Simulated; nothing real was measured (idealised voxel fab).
process module | voxel transistor to metal
Square cell edge 5 nm, section width 285 nm, ID cut.
A cross-section is written here as square cells arranged in a grid, and it is given in bands from the top down, each band taking up one or more rows of cells.
Quick guide to a band line: top height, bottom height (nm) up front; then every material left to right with its width in nm. Only one material and it's marked "all across"? Then it fills the band edge to edge. And "empty" just means empty space.
Heights are expressed relative to 0, this being the level below which the as-received wafer comprises one material exclusively. The lowest band is unbounded in the downward direction and is denoted as in "0 and below".
The notation "30..40" denotes a width that varies across the rows of cells in the band, beginning at the first number in the top row, finishing at the second number in the bottom row, and changing by an identical amount from each row to the next.
"nothing was modified" for a step: no cell of the cross-section changed in that step.
Each empty space that has no open way to the top and spans at least 8 cells appears under "Tabulated closed voids" as width x height at distance, the distance counted from the left edge, all in nm.
Post-settings text on a step line: simulator's own remark regarding the step.
overlay nm: how far to the right of its planned place the mask lay on this masked step (negative: to the left).
If you're wondering how to read the rest of this, here's the deal. It's pairs of cross-sections: one from before a process step, one from after it. The after one is only drawn as far down as the lowest band that changed. Right under each pair you'll see which step sits between them and what its settings were. Don't read the pairs as one continuous story, though. They can come from different runs of this module on the same starting wafer, and a pair only carries on from the one above it where its entry headed "Status before step" says so.
**Status before step**
* 0 and below  Si all across
* Tabulated closed voids: none
**Cut View, Post-Step**
* 5 down to 0  SiO2 all across
* Anything lower than 0 is untouched.
* Tabulated closed voids: none
What sits between those two cross-sections? CONFORMAL_DEP | material SiO2 | thk nm 5
Status before step: This step starts from the configuration shown after the step in the pair immediately above.
**Cut View, Post-Step**
* 15 down to 5  SiN all across
* Anything lower than 5 is untouched.
* Tabulated closed voids: none
What sits between those two cross-sections? CONFORMAL_DEP | material SiN | thk nm 10
Status before step: This step starts from the configuration shown after the step in the pair immediately above.
**Cut View, Post-Step**
* 25 down to 15  aC all across
* Anything lower than 15 is untouched.
* Tabulated closed voids: none
What sits between those two cross-sections? DIRECTIONAL_DEP | material aC | thk nm 10
Status before step: This step starts from the configuration shown after the step in the pair immediately above.
**Cut View, Post-Step**
* 50 down to 25  40 nm empty  90 nm resist  25 nm empty  90 nm resist  40 nm empty
* Anything lower than 25 is untouched.
* Tabulated closed voids: none
What sits between those two cross-sections? PATTERN | tone cover | mask id ACTIVE | material resist | width nm 90 | pitch nm 115 | thk nm 25 | overlay nm 0
Status before step: This step starts from the configuration shown after the step in the pair immediately above.
**Cut View, Post-Step**
* 40 down to 25  40 nm empty  90 nm resist  25 nm empty  90 nm resist  40 nm empty
* 25 down to 15  40 nm empty  90 nm aC  25 nm empty  90 nm aC  40 nm empty
* Anything lower than 15 is untouched.
* Tabulated closed voids: none
What sits between those two cross-sections? DIRECTIONAL_ETCH | etch materials aC | depth nm 10
Status before step: This step starts from the configuration shown after the step in the pair immediately above.
**Cut View, Post-Step**
* 25 down to 15  40 nm empty  90 nm aC  25 nm empty  90 nm aC  40 nm empty
* Anything lower than 15 is untouched.
* Tabulated closed voids: none
What sits between those two cross-sections? STRIP | etch materials resist
Status before step: This step starts from the configuration shown after the step in the pair immediately above.
**Cut View, Post-Step**
* 25 down to 15  40 nm empty  90 nm aC  25 nm empty  90 nm aC  40 nm empty
* 15 down to 5  40 nm empty  90 nm SiN  25 nm empty  90 nm SiN  40 nm empty
* Anything lower than 5 is untouched.
* Tabulated closed voids: none
What sits between those two cross-sections? DIRECTIONAL_ETCH | etch materials SiN | depth nm 10
Status before step: This step starts from the configuration shown after the step in the pair immediately above.
**Cut View, Post-Step**
* 25 down to 15  40 nm empty  90 nm aC  25 nm empty  90 nm aC  40 nm empty
* 15 down to 5  40 nm empty  90 nm SiN  25 nm empty  90 nm SiN  40 nm empty
* 5 down to 0  40 nm empty  90 nm SiO2  25 nm empty  90 nm SiO2  40 nm empty
* Anything lower than 0 is untouched.
* Tabulated closed voids: none
What sits between those two cross-sections? DIRECTIONAL_ETCH | etch materials SiO2 | depth nm 5
Status before step: This step starts from the configuration shown after the step in the pair immediately above.
**Cut View, Post-Step**
* 25 down to 15  40 nm empty  90 nm aC  25 nm empty  90 nm aC  40 nm empty
* 15 down to 5  40 nm empty  90 nm SiN  25 nm empty  90 nm SiN  40 nm empty
* 5 down to 0  40 nm empty  90 nm SiO2  25 nm empty  90 nm SiO2  40 nm empty
* 0 down to -25  40 nm empty  90 nm Si  25 nm empty  90 nm Si  40 nm empty
* Anything lower than -25 is untouched.
* Tabulated closed voids: none
What sits between those two cross-sections? DIRECTIONAL_ETCH | etch materials Si | depth nm 25
Status before step: This step starts from the configuration shown after the step in the pair immediately above.
**Cut View, Post-Step**
* 15 down to 5  40 nm empty  90 nm SiN  25 nm empty  90 nm SiN  40 nm empty
* Anything lower than 5 is untouched.
* Tabulated closed voids: none
What sits between those two cross-sections? STRIP | etch materials aC
Status before step: This step starts from the configuration shown after the step in the pair immediately above.
**Cut View, Post-Step**
* 25 down to 15  SiO2 all across
* 15 down to 5  40 nm SiO2  90 nm SiN  25 nm SiO2  90 nm SiN  40 nm SiO2
* 5 down to 0  SiO2 all across
* 0 down to -25  40 nm SiO2  90 nm Si  25 nm SiO2  90 nm Si  40 nm SiO2
* Anything lower than -25 is untouched.
* Tabulated closed voids: none
What sits between those two cross-sections? FILL_DEP | material SiO2 | thk nm 10
Status before step: This step starts from the configuration shown after the step in the pair immediately above.
**Cut View, Post-Step**
* 15 down to 5  40 nm SiO2  90 nm SiN  25 nm SiO2  90 nm SiN  40 nm SiO2
* Anything lower than 5 is untouched.
* Tabulated closed voids: none
What sits between those two cross-sections? CMP | height nm 15
Status before step: This step starts from the configuration shown after the step in the pair immediately above.
**Cut View, Post-Step**
* 15 down to 5  40 nm empty  90 nm SiN  25 nm empty  90 nm SiN  40 nm empty
* Anything lower than 5 is untouched.
* Tabulated closed voids: none
What sits between those two cross-sections? SELECTIVE_ETCH | etch materials SiO2 | depth nm 10
Status before step: This step starts from the configuration shown after the step in the pair immediately above.
**Cut View, Post-Step**
* 5 down to 0  SiO2 all across
* Anything lower than 0 is untouched.
* Tabulated closed voids: none
What sits between those two cross-sections? STRIP | etch materials SiN
Status before step: This step starts from the configuration shown after the step in the pair immediately above.
**Cut View, Post-Step**
* 0 down to -25  40 nm SiO2  90 nm Si  25 nm SiO2  90 nm Si  40 nm SiO2
* Anything lower than -25 is untouched.
* Tabulated closed voids: none
What sits between those two cross-sections? SELECTIVE_ETCH | etch materials SiO2 | depth nm 5
Status before step: This step starts from the configuration shown after the step in the pair immediately above.
**Cut View, Post-Step**
* 0 down to -5  SiO2 all across
* Anything lower than -5 is untouched.
* Tabulated closed voids: none
What sits between those two cross-sections? OXIDIZE | depth nm 5
Status before step: This step starts from the configuration shown after the step in the pair immediately above.
**Cut View, Post-Step**
* 30 down to 0  polySi all across
* Anything lower than 0 is untouched.
* Tabulated closed voids: none
What sits between those two cross-sections? DIRECTIONAL_DEP | material polySi | thk nm 30
Status before step: This step starts from the configuration shown after the step in the pair immediately above.
**Cut View, Post-Step**
* 45 down to 30  SiCN all across
* Anything lower than 30 is untouched.
* Tabulated closed voids: none
What sits between those two cross-sections? DIRECTIONAL_DEP | material SiCN | thk nm 15
Status before step: This step starts from the configuration shown after the step in the pair immediately above.
**Cut View, Post-Step**
* 65 down to 45  75 nm empty  20 nm resist  95 nm empty  20 nm resist  75 nm empty
* Anything lower than 45 is untouched.
* Tabulated closed voids: none
What sits between those two cross-sections? PATTERN | tone cover | mask id GATE | material resist | width nm 20 | pitch nm 115 | thk nm 20 | overlay nm 0
Status before step: This step starts from the configuration shown after the step in the pair immediately above.
**Cut View, Post-Step**
* 65 down to 45  75 nm empty  20 nm resist  95 nm empty  20 nm resist  75 nm empty
* 45 down to 30  75 nm empty  20 nm SiCN  95 nm empty  20 nm SiCN  75 nm empty
* Anything lower than 30 is untouched.
* Tabulated closed voids: none
What sits between those two cross-sections? DIRECTIONAL_ETCH | etch materials SiCN | depth nm 25
Status before step: This step starts from the configuration shown after the step in the pair immediately above.
**Cut View, Post-Step**
* 65 down to 45  75 nm empty  20 nm resist  95 nm empty  20 nm resist  75 nm empty
* 45 down to 30  75 nm empty  20 nm SiCN  95 nm empty  20 nm SiCN  75 nm empty
* 30 down to 0  75 nm empty  20 nm polySi  95 nm empty  20 nm polySi  75 nm empty
* Anything lower than 0 is untouched.
* Tabulated closed voids: none
What sits between those two cross-sections? DIRECTIONAL_ETCH | etch materials polySi | depth nm 40
Status before step: This step starts from the configuration shown after the step in the pair immediately above.
**Cut View, Post-Step**
* 45 down to 30  75 nm empty  20 nm SiCN  95 nm empty  20 nm SiCN  75 nm empty
* Anything lower than 30 is untouched.
* Tabulated closed voids: none
What sits between those two cross-sections? STRIP | etch materials resist
Status before step: This step starts from the configuration shown after the step in the pair immediately above.
**Cut View, Post-Step**
* 50 down to 45  70 nm empty  30 nm SiO2  85 nm empty  30 nm SiO2  70 nm empty
* 45 down to 30  70 nm empty  5 nm SiO2  20 nm SiCN  5 nm SiO2  85 nm empty  5 nm SiO2  20 nm SiCN  5 nm SiO2  70 nm empty
* 30 down to 5  70 nm empty  5 nm SiO2  20 nm polySi  5 nm SiO2  85 nm empty  5 nm SiO2  20 nm polySi  5 nm SiO2  70 nm empty
* 5 down to 0  75 nm SiO2  20 nm polySi  95 nm SiO2  20 nm polySi  75 nm SiO2
* Anything lower than 0 is untouched.
* Tabulated closed voids: none
What sits between those two cross-sections? CONFORMAL_DEP | material SiO2 | thk nm 5
Status before step: This step starts from the configuration shown after the step in the pair immediately above.
**Cut View, Post-Step**
* 45 down to 30  70 nm empty  5 nm SiO2  20 nm SiCN  5 nm SiO2  85 nm empty  5 nm SiO2  20 nm SiCN  5 nm SiO2  70 nm empty
* 30 down to 0  70 nm empty  5 nm SiO2  20 nm polySi  5 nm SiO2  85 nm empty  5 nm SiO2  20 nm polySi  5 nm SiO2  70 nm empty
* Anything lower than 0 is untouched.
* Tabulated closed voids: none
What sits between those two cross-sections? DIRECTIONAL_ETCH | etch materials SiO2 | depth nm 5
Status before step: This step starts from the configuration shown after the step in the pair immediately above.
**Cut View, Post-Step**
* 50 down to 45  65 nm empty  40 nm SiN  75 nm empty  40 nm SiN  65 nm empty
* 45 down to 30  65 nm empty  5 nm SiN  5 nm SiO2  20 nm SiCN  5 nm SiO2  5 nm SiN  75 nm empty  5 nm SiN  5 nm SiO2  20 nm SiCN  5 nm SiO2  5 nm SiN  65 nm empty
* 30 down to 5  65 nm empty  5 nm SiN  5 nm SiO2  20 nm polySi  5 nm SiO2  5 nm SiN  75 nm empty  5 nm SiN  5 nm SiO2  20 nm polySi  5 nm SiO2  5 nm SiN  65 nm empty
* 5 down to 0  70 nm SiN  5 nm SiO2  20 nm polySi  5 nm SiO2  85 nm SiN  5 nm SiO2  20 nm polySi  5 nm SiO2  70 nm SiN
* Anything lower than 0 is untouched.
* Tabulated closed voids: none
What sits between those two cross-sections? CONFORMAL_DEP | material SiN | thk nm 5
Status before step: This step starts from the configuration shown after the step in the pair immediately above.
**Cut View, Post-Step**
* 45 down to 30  65 nm empty  5 nm SiN  5 nm SiO2  20 nm SiCN  5 nm SiO2  5 nm SiN  75 nm empty  5 nm SiN  5 nm SiO2  20 nm SiCN  5 nm SiO2  5 nm SiN  65 nm empty
* 30 down to 0  65 nm empty  5 nm SiN  5 nm SiO2  20 nm polySi  5 nm SiO2  5 nm SiN  75 nm empty  5 nm SiN  5 nm SiO2  20 nm polySi  5 nm SiO2  5 nm SiN  65 nm empty
* Anything lower than 0 is untouched.
* Tabulated closed voids: none
What sits between those two cross-sections? DIRECTIONAL_ETCH | etch materials SiN | depth nm 5
Status before step: This step starts from the configuration shown after the step in the pair immediately above.
**Cut View, Post-Step**
* 45 down to 40  65 nm empty  5 nm SiN  5 nm empty  20 nm SiCN  5 nm empty  5 nm SiN  75 nm empty  5 nm SiN  5 nm empty  20 nm SiCN  5 nm empty  5 nm SiN  65 nm empty
* 40 down to 30  65 nm empty  5 nm SiN  5 nm SiO2  20 nm SiCN  5 nm SiO2  5 nm SiN  75 nm empty  5 nm SiN  5 nm SiO2  20 nm SiCN  5 nm SiO2  5 nm SiN  65 nm empty
* 30 down to 0  65 nm empty  5 nm SiN  5 nm SiO2  20 nm polySi  5 nm SiO2  5 nm SiN  75 nm empty  5 nm SiN  5 nm SiO2  20 nm polySi  5 nm SiO2  5 nm SiN  65 nm empty
* 0 down to -5  65 nm empty  40 nm SiO2  75 nm empty  40 nm SiO2  65 nm empty
* Anything lower than -5 is untouched.
* Tabulated closed voids: none
What sits between those two cross-sections? DIRECTIONAL_ETCH | etch materials SiO2 | depth nm 5
Status before step: This step starts from the configuration shown after the step in the pair immediately above.
**Cut View, Post-Step**
* 45 down to 40  65 nm empty  5 nm SiN  5 nm empty  20 nm SiCN  5 nm empty  5 nm SiN  75 nm empty  5 nm SiN  5 nm empty  20 nm SiCN  5 nm empty  5 nm SiN  65 nm empty
* 40 down to 30  65 nm empty  5 nm SiN  5 nm SiO2  20 nm SiCN  5 nm SiO2  5 nm SiN  75 nm empty  5 nm SiN  5 nm SiO2  20 nm SiCN  5 nm SiO2  5 nm SiN  65 nm empty
* 30 down to 0  65 nm empty  5 nm SiN  5 nm SiO2  20 nm polySi  5 nm SiO2  5 nm SiN  75 nm empty  5 nm SiN  5 nm SiO2  20 nm polySi  5 nm SiO2  5 nm SiN  65 nm empty
* 0 down to -5  65 nm empty  40 nm SiO2  75 nm empty  40 nm SiO2  65 nm empty
* -5 down to -15  40 nm SiO2  25 nm empty  40 nm Si  25 nm empty  25 nm SiO2  25 nm empty  40 nm Si  25 nm empty  40 nm SiO2
* Anything lower than -15 is untouched.
* Tabulated closed voids: none
What sits between those two cross-sections? DIRECTIONAL_ETCH | etch materials Si | depth nm 10
Status before step: This step starts from the configuration shown after the step in the pair immediately above.
**Cut View, Post-Step**
* 45 down to 40  65 nm empty  5 nm SiN  5 nm empty  20 nm SiCN  5 nm empty  5 nm SiN  75 nm empty  5 nm SiN  5 nm empty  20 nm SiCN  5 nm empty  5 nm SiN  65 nm empty
* 40 down to 30  65 nm empty  5 nm SiN  5 nm SiO2  20 nm SiCN  5 nm SiO2  5 nm SiN  75 nm empty  5 nm SiN  5 nm SiO2  20 nm SiCN  5 nm SiO2  5 nm SiN  65 nm empty
* 30 down to 10  65 nm empty  5 nm SiN  5 nm SiO2  20 nm polySi  5 nm SiO2  5 nm SiN  75 nm empty  5 nm SiN  5 nm SiO2  20 nm polySi  5 nm SiO2  5 nm SiN  65 nm empty
* 10 down to 0  50 nm empty  15 nm SiGe  5 nm SiN  5 nm SiO2  20 nm polySi  5 nm SiO2  5 nm SiN  15 nm SiGe  45 nm empty  15 nm SiGe  5 nm SiN  5 nm SiO2  20 nm polySi  5 nm SiO2  5 nm SiN  15 nm SiGe  50 nm empty
* 0 down to -5  35 nm empty  30 nm SiGe  40 nm SiO2  30 nm SiGe  15 nm empty  30 nm SiGe  40 nm SiO2  30 nm SiGe  35 nm empty
* -5 down to -15  40 nm SiO2  25 nm SiGe  40 nm Si  25 nm SiGe  25 nm SiO2  25 nm SiGe  40 nm Si  25 nm SiGe  40 nm SiO2
* Anything lower than -15 is untouched.
* Tabulated closed voids: none
What sits between those two cross-sections? EPI | material SiGe | thk nm 15
Status before step: This step starts from the configuration shown after the step in the pair immediately above.
**Cut View, Post-Step**
* 50 down to 45  SiO2 all across
* 45 down to 30  65 nm SiO2  5 nm SiN  5 nm SiO2  20 nm SiCN  5 nm SiO2  5 nm SiN  75 nm SiO2  5 nm SiN  5 nm SiO2  20 nm SiCN  5 nm SiO2  5 nm SiN  65 nm SiO2
* 30 down to 10  65 nm SiO2  5 nm SiN  5 nm SiO2  20 nm polySi  5 nm SiO2  5 nm SiN  75 nm SiO2  5 nm SiN  5 nm SiO2  20 nm polySi  5 nm SiO2  5 nm SiN  65 nm SiO2
* 10 down to 0  50 nm SiO2  15 nm SiGe  5 nm SiN  5 nm SiO2  20 nm polySi  5 nm SiO2  5 nm SiN  15 nm SiGe  45 nm SiO2  15 nm SiGe  5 nm SiN  5 nm SiO2  20 nm polySi  5 nm SiO2  5 nm SiN  15 nm SiGe  50 nm SiO2
* 0 down to -5  35 nm SiO2  30 nm SiGe  40 nm SiO2  30 nm SiGe  15 nm SiO2  30 nm SiGe  40 nm SiO2  30 nm SiGe  35 nm SiO2
* Anything lower than -5 is untouched.
* Tabulated closed voids: none
What sits between those two cross-sections? FILL_DEP | material SiO2 | thk nm 5
Status before step: This step starts from the configuration shown after the step in the pair immediately above.
**Cut View, Post-Step**
* 45 down to 30  65 nm SiO2  5 nm SiN  5 nm SiO2  20 nm SiCN  5 nm SiO2  5 nm SiN  75 nm SiO2  5 nm SiN  5 nm SiO2  20 nm SiCN  5 nm SiO2  5 nm SiN  65 nm SiO2
* Anything lower than 30 is untouched.
* Tabulated closed voids: none
What sits between those two cross-sections? CMP | height nm 45
Status before step: This step starts from the configuration shown after the step in the pair immediately above.
**Cut View, Post-Step**
* 60 down to 45  SiO2 all across
* Anything lower than 45 is untouched.
* Tabulated closed voids: none
What sits between those two cross-sections? DIRECTIONAL_DEP | material SiO2 | thk nm 15
Status before step: This step starts from the configuration shown after the step in the pair immediately above.
**Cut View, Post-Step**
* 80 down to 60  45 nm resist  15 nm empty  50 nm resist  15 nm empty  35 nm resist  15 nm empty  50 nm resist  15 nm empty  45 nm resist
* Anything lower than 60 is untouched.
* Tabulated closed voids: none
What sits between those two cross-sections? PATTERN | tone open | mask id CONTACT | material resist | width nm 15 | thk nm 20 | overlay nm 0
Status before step: This step starts from the configuration shown after the step in the pair immediately above.
**Cut View, Post-Step**
* 80 down to 60  45 nm resist  15 nm empty  50 nm resist  15 nm empty  35 nm resist  15 nm empty  50 nm resist  15 nm empty  45 nm resist
* 60 down to 45  45 nm SiO2  15 nm empty  50 nm SiO2  15 nm empty  35 nm SiO2  15 nm empty  50 nm SiO2  15 nm empty  45 nm SiO2
* 45 down to 30  45 nm SiO2  15 nm empty  5 nm SiO2  5 nm SiN  5 nm SiO2  20 nm SiCN  5 nm SiO2  5 nm SiN  5 nm SiO2  15 nm empty  35 nm SiO2  15 nm empty  5 nm SiO2  5 nm SiN  5 nm SiO2  20 nm SiCN  5 nm SiO2  5 nm SiN  5 nm SiO2  15 nm empty  45 nm SiO2
* 30 down to 10  45 nm SiO2  15 nm empty  5 nm SiO2  5 nm SiN  5 nm SiO2  20 nm polySi  5 nm SiO2  5 nm SiN  5 nm SiO2  15 nm empty  35 nm SiO2  15 nm empty  5 nm SiO2  5 nm SiN  5 nm SiO2  20 nm polySi  5 nm SiO2  5 nm SiN  5 nm SiO2  15 nm empty  45 nm SiO2
* 10 down to 0  45 nm SiO2  5 nm empty  15 nm SiGe  5 nm SiN  5 nm SiO2  20 nm polySi  5 nm SiO2  5 nm SiN  15 nm SiGe  5 nm empty  35 nm SiO2  5 nm empty  15 nm SiGe  5 nm SiN  5 nm SiO2  20 nm polySi  5 nm SiO2  5 nm SiN  15 nm SiGe  5 nm empty  45 nm SiO2
* Anything lower than 0 is untouched.
* Tabulated closed voids: none
What sits between those two cross-sections? DIRECTIONAL_ETCH | etch materials SiO2 | depth nm 60
Status before step: This step starts from the configuration shown after the step in the pair immediately above.
**Cut View, Post-Step**
* 60 down to 45  45 nm SiO2  15 nm empty  50 nm SiO2  15 nm empty  35 nm SiO2  15 nm empty  50 nm SiO2  15 nm empty  45 nm SiO2
* Anything lower than 45 is untouched.
* Tabulated closed voids: none
What sits between those two cross-sections? STRIP | etch materials resist
Status before step: This step starts from the configuration shown after the step in the pair immediately above.
**Cut View, Post-Step**
* 65 down to 60  50 nm TiN  5 nm empty  60 nm TiN  5 nm empty  45 nm TiN  5 nm empty  60 nm TiN  5 nm empty  50 nm TiN
* 60 down to 45  45 nm SiO2  5 nm TiN  5 nm empty  5 nm TiN  50 nm SiO2  5 nm TiN  5 nm empty  5 nm TiN  35 nm SiO2  5 nm TiN  5 nm empty  5 nm TiN  50 nm SiO2  5 nm TiN  5 nm empty  5 nm TiN  45 nm SiO2
* 45 down to 30  45 nm SiO2  5 nm TiN  5 nm empty  5 nm TiN  5 nm SiO2  5 nm SiN  5 nm SiO2  20 nm SiCN  5 nm SiO2  5 nm SiN  5 nm SiO2  5 nm TiN  5 nm empty  5 nm TiN  35 nm SiO2  5 nm TiN  5 nm empty  5 nm TiN  5 nm SiO2  5 nm SiN  5 nm SiO2  20 nm SiCN  5 nm SiO2  5 nm SiN  5 nm SiO2  5 nm TiN  5 nm empty  5 nm TiN  45 nm SiO2
* 30 down to 15  45 nm SiO2  5 nm TiN  5 nm empty  5 nm TiN  5 nm SiO2  5 nm SiN  5 nm SiO2  20 nm polySi  5 nm SiO2  5 nm SiN  5 nm SiO2  5 nm TiN  5 nm empty  5 nm TiN  35 nm SiO2  5 nm TiN  5 nm empty  5 nm TiN  5 nm SiO2  5 nm SiN  5 nm SiO2  20 nm polySi  5 nm SiO2  5 nm SiN  5 nm SiO2  5 nm TiN  5 nm empty  5 nm TiN  45 nm SiO2
* 15 down to 10  45 nm SiO2  15 nm TiN  5 nm SiO2  5 nm SiN  5 nm SiO2  20 nm polySi  5 nm SiO2  5 nm SiN  5 nm SiO2  15 nm TiN  35 nm SiO2  15 nm TiN  5 nm SiO2  5 nm SiN  5 nm SiO2  20 nm polySi  5 nm SiO2  5 nm SiN  5 nm SiO2  15 nm TiN  45 nm SiO2
* 10 down to 0  45 nm SiO2  5 nm TiN  15 nm SiGe  5 nm SiN  5 nm SiO2  20 nm polySi  5 nm SiO2  5 nm SiN  15 nm SiGe  5 nm TiN  35 nm SiO2  5 nm TiN  15 nm SiGe  5 nm SiN  5 nm SiO2  20 nm polySi  5 nm SiO2  5 nm SiN  15 nm SiGe  5 nm TiN  45 nm SiO2
* Anything lower than 0 is untouched.
* Tabulated closed voids: none
What sits between those two cross-sections? CONFORMAL_DEP | material TiN | thk nm 5
Status before step: This step starts from the configuration shown after the step in the pair immediately above.
**Cut View, Post-Step**
* 75 down to 65  Ru all across
* 65 down to 60  50 nm TiN  5 nm Ru  60 nm TiN  5 nm Ru  45 nm TiN  5 nm Ru  60 nm TiN  5 nm Ru  50 nm TiN
* 60 down to 45  45 nm SiO2  5 nm TiN  5 nm Ru  5 nm TiN  50 nm SiO2  5 nm TiN  5 nm Ru  5 nm TiN  35 nm SiO2  5 nm TiN  5 nm Ru  5 nm TiN  50 nm SiO2  5 nm TiN  5 nm Ru  5 nm TiN  45 nm SiO2
* 45 down to 30  45 nm SiO2  5 nm TiN  5 nm Ru  5 nm TiN  5 nm SiO2  5 nm SiN  5 nm SiO2  20 nm SiCN  5 nm SiO2  5 nm SiN  5 nm SiO2  5 nm TiN  5 nm Ru  5 nm TiN  35 nm SiO2  5 nm TiN  5 nm Ru  5 nm TiN  5 nm SiO2  5 nm SiN  5 nm SiO2  20 nm SiCN  5 nm SiO2  5 nm SiN  5 nm SiO2  5 nm TiN  5 nm Ru  5 nm TiN  45 nm SiO2
* 30 down to 15  45 nm SiO2  5 nm TiN  5 nm Ru  5 nm TiN  5 nm SiO2  5 nm SiN  5 nm SiO2  20 nm polySi  5 nm SiO2  5 nm SiN  5 nm SiO2  5 nm TiN  5 nm Ru  5 nm TiN  35 nm SiO2  5 nm TiN  5 nm Ru  5 nm TiN  5 nm SiO2  5 nm SiN  5 nm SiO2  20 nm polySi  5 nm SiO2  5 nm SiN  5 nm SiO2  5 nm TiN  5 nm Ru  5 nm TiN  45 nm SiO2
* Anything lower than 15 is untouched.
* Tabulated closed voids: none
What sits between those two cross-sections? FILL_DEP | material Ru | thk nm 10
Status before step: This step starts from the configuration shown after the step in the pair immediately above.
**Cut View, Post-Step**
* 60 down to 45  45 nm SiO2  5 nm TiN  5 nm Ru  5 nm TiN  50 nm SiO2  5 nm TiN  5 nm Ru  5 nm TiN  35 nm SiO2  5 nm TiN  5 nm Ru  5 nm TiN  50 nm SiO2  5 nm TiN  5 nm Ru  5 nm TiN  45 nm SiO2
* Anything lower than 45 is untouched.
* Tabulated closed voids: none
What sits between those two cross-sections? CMP | height nm 60
Status before step: This step starts from the configuration shown after the step in the pair immediately above.
**Cut View, Post-Step**
* 65 down to 60  SiCN all across
* Anything lower than 60 is untouched.
* Tabulated closed voids: none
What sits between those two cross-sections? CONFORMAL_DEP | material SiCN | thk nm 5
Status before step: This step starts from the configuration shown after the step in the pair immediately above.
**Cut View, Post-Step**
* 80 down to 65  lowk all across
* Anything lower than 65 is untouched.
* Tabulated closed voids: none
What sits between those two cross-sections? DIRECTIONAL_DEP | material lowk | thk nm 15
Status before step: This step starts from the configuration shown after the step in the pair immediately above.
**Cut View, Post-Step**
* 95 down to 80  45 nm resist  15 nm empty  50 nm resist  15 nm empty  35 nm resist  15 nm empty  50 nm resist  15 nm empty  45 nm resist
* Anything lower than 80 is untouched.
* Tabulated closed voids: none
What sits between those two cross-sections? PATTERN | tone open | mask id METAL_1 | material resist | width nm 15 | thk nm 15 | overlay nm 0
Status before step: This step starts from the configuration shown after the step in the pair immediately above.
**Cut View, Post-Step**
* 95 down to 80  45 nm resist  15 nm empty  50 nm resist  15 nm empty  35 nm resist  15 nm empty  50 nm resist  15 nm empty  45 nm resist
* 80 down to 65  45 nm lowk  15 nm empty  50 nm lowk  15 nm empty  35 nm lowk  15 nm empty  50 nm lowk  15 nm empty  45 nm lowk
* Anything lower than 65 is untouched.
* Tabulated closed voids: none
What sits between those two cross-sections? DIRECTIONAL_ETCH | etch materials lowk | depth nm 15
Status before step: This step starts from the configuration shown after the step in the pair immediately above.
**Cut View, Post-Step**
* 95 down to 80  45 nm resist  15 nm empty  50 nm resist  15 nm empty  35 nm resist  15 nm empty  50 nm resist  15 nm empty  45 nm resist
* 80 down to 65  45 nm lowk  15 nm empty  50 nm lowk  15 nm empty  35 nm lowk  15 nm empty  50 nm lowk  15 nm empty  45 nm lowk
* 65 down to 60  45 nm SiCN  15 nm empty  50 nm SiCN  15 nm empty  35 nm SiCN  15 nm empty  50 nm SiCN  15 nm empty  45 nm SiCN
* Anything lower than 60 is untouched.
* Tabulated closed voids: none
What sits between those two cross-sections? DIRECTIONAL_ETCH | etch materials SiCN | depth nm 5
Status before step: This step starts from the configuration shown after the step in the pair immediately above.
**Cut View, Post-Step**
* 80 down to 65  45 nm lowk  15 nm empty  50 nm lowk  15 nm empty  35 nm lowk  15 nm empty  50 nm lowk  15 nm empty  45 nm lowk
* Anything lower than 65 is untouched.
* Tabulated closed voids: none
What sits between those two cross-sections? STRIP | etch materials resist
Status before step: This step starts from the configuration shown after the step in the pair immediately above.
**Cut View, Post-Step**
* 85 down to 80  50 nm TiN  5 nm empty  60 nm TiN  5 nm empty  45 nm TiN  5 nm empty  60 nm TiN  5 nm empty  50 nm TiN
* 80 down to 65  45 nm lowk  5 nm TiN  5 nm empty  5 nm TiN  50 nm lowk  5 nm TiN  5 nm empty  5 nm TiN  35 nm lowk  5 nm TiN  5 nm empty  5 nm TiN  50 nm lowk  5 nm TiN  5 nm empty  5 nm TiN  45 nm lowk
* 65 down to 60  45 nm SiCN  15 nm TiN  50 nm SiCN  15 nm TiN  35 nm SiCN  15 nm TiN  50 nm SiCN  15 nm TiN  45 nm SiCN
* Anything lower than 60 is untouched.
* Tabulated closed voids: none
What sits between those two cross-sections? CONFORMAL_DEP | material TiN | thk nm 5
Status before step: This step starts from the configuration shown after the step in the pair immediately above.
**Cut View, Post-Step**
* 90 down to 85  W all across
* 85 down to 80  50 nm TiN  5 nm W  60 nm TiN  5 nm W  45 nm TiN  5 nm W  60 nm TiN  5 nm W  50 nm TiN
* 80 down to 65  45 nm lowk  5 nm TiN  5 nm W  5 nm TiN  50 nm lowk  5 nm TiN  5 nm W  5 nm TiN  35 nm lowk  5 nm TiN  5 nm W  5 nm TiN  50 nm lowk  5 nm TiN  5 nm W  5 nm TiN  45 nm lowk
* Anything lower than 65 is untouched.
* Tabulated closed voids: none
What sits between those two cross-sections? FILL_DEP | material W | thk nm 5
Status before step: This step starts from the configuration shown after the step in the pair immediately above.
**Cut View, Post-Step**
* 80 down to 65  45 nm lowk  5 nm TiN  5 nm W  5 nm TiN  50 nm lowk  5 nm TiN  5 nm W  5 nm TiN  35 nm lowk  5 nm TiN  5 nm W  5 nm TiN  50 nm lowk  5 nm TiN  5 nm W  5 nm TiN  45 nm lowk
* Anything lower than 65 is untouched.
* Tabulated closed voids: none
What sits between those two cross-sections? CMP | height nm 80
Status before step: This step starts from the configuration shown after the step in the pair immediately above.
**Cut View, Post-Step**
* 85 down to 80  SiCN all across
* Anything lower than 80 is untouched.
* Tabulated closed voids: none
What sits between those two cross-sections? CONFORMAL_DEP | material SiCN | thk nm 5
Status before step: This step starts from the configuration shown after the step in the pair immediately above.
**Cut View, Post-Step**
* 115 down to 85  lowk all across
* Anything lower than 85 is untouched.
* Tabulated closed voids: none
What sits between those two cross-sections? DIRECTIONAL_DEP | material lowk | thk nm 30
Status before step: This step starts from the configuration shown after the step in the pair immediately above.
**Cut View, Post-Step**
* 130 down to 115  aC all across
* Anything lower than 115 is untouched.
* Tabulated closed voids: none
What sits between those two cross-sections? DIRECTIONAL_DEP | material aC | thk nm 15
Status before step: This step starts from the configuration shown after the step in the pair immediately above.
**Cut View, Post-Step**
* 160 down to 130  45 nm resist  15 nm empty  100 nm resist  15 nm empty  110 nm resist
* Anything lower than 130 is untouched.
* Tabulated closed voids: none
What sits between those two cross-sections? PATTERN | tone open | mask id METAL_2 | material resist | width nm 15 | pitch nm 115 | thk nm 30 | overlay nm 0
Status before step: This step starts from the configuration shown after the step in the pair immediately above.
**Cut View, Post-Step**
* 145 down to 130  45 nm resist  15 nm empty  100 nm resist  15 nm empty  110 nm resist
* 130 down to 115  45 nm aC  15 nm empty  100 nm aC  15 nm empty  110 nm aC
* Anything lower than 115 is untouched.
* Tabulated closed voids: none
What sits between those two cross-sections? DIRECTIONAL_ETCH | etch materials aC | depth nm 15
Status before step: This step starts from the configuration shown after the step in the pair immediately above.
**Cut View, Post-Step**
* 130 down to 115  45 nm aC  15 nm empty  100 nm aC  15 nm empty  110 nm aC
* Anything lower than 115 is untouched.
* Tabulated closed voids: none
What sits between those two cross-sections? STRIP | etch materials resist
